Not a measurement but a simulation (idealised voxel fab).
Herein follows the process module entitled voxel spacer lines.
The figure presents cross-section cut, which has a width of 275 nm and is divided into square cells with an edge length of 5 nm.
The cross-sections in this document take the form of a grid made of square cells. They are written out as bands, in order from top to bottom. Each band consists of one or more rows of cells.
In this notation a band is specified by the heights of its top and bottom, in that order and in nm, after which its materials appear from left to right, each paired with its width in nm. The word "full width" attached to a single material means that material fills the band from edge to edge; the word "empty" stands for empty space.
Below 0: as-received wafer, all one material; heights counted from there. Lowest band: no bottom, goes on down, written "top 0, no bottom".
Quick explanation for "30 to 40": the width changes in equal steps down the rows of cells, from the first number in the band's top row to the second number in its bottom row.
Reading "no modifications" for a step: not a cell of the cross-section changed in it.
In the "Enclosed void catalog" entry, you get each enclosed empty space of 8 cells or more, one with no open way to the top, written width x height at distance, distance from the left edge, in nm.
Step line, after settings: the simulator's comment on this step.
overlay nm: for a step with a mask, the amount by which the mask lay right of where it was planned; a negative amount means left of it.
The process steps that were planned are listed below:
1,RECEIVE | material Si
2,CONFORMAL_DEP | material Al2O3 | thk nm 5
3,DIRECTIONAL_DEP | material SiN | thk nm 15
4,DIRECTIONAL_DEP | material polySi | thk nm 20
5,PATTERN | tone cover | mask id MANDREL | material resist | width nm 25 | pitch nm 70 | thk nm 25 | overlay nm 0
6,DIRECTIONAL_ETCH | etch materials polySi | depth nm 20
7,STRIP | etch materials resist
8,CONFORMAL_DEP | material SiO2 | thk nm 10
9,DIRECTIONAL_ETCH | etch materials SiO2 | depth nm 10
10,STRIP | etch materials polySi
11,DIRECTIONAL_ETCH | etch materials SiN | depth nm 15
12,STRIP | etch materials SiO2
Cross-section: wafer on arrival = after step 1:
> top 0, no bottom | Si full width
> Enclosed void catalog: none
Same starting wafer, same plan as above, one mistake in the execution; this is the cross-section at the end of the module:
> top 20, bottom 5 | 55 empty, 10 SiN, 5 empty, 10 SiN, 45 empty, 10 SiN, 5 empty, 10 SiN, 45 empty, 10 SiN, 5 empty, 10 SiN, 55 empty
> top 5, bottom 0 | Al2O3 full width
> top 0, no bottom | Si full width
> Enclosed void catalog: none
Where did the run depart from the plan? step 5 changed vs plan, executed as PATTERN | tone open | mask id MANDREL | material resist | width nm 25 | pitch nm 70 | thk nm 25 | overlay nm 0
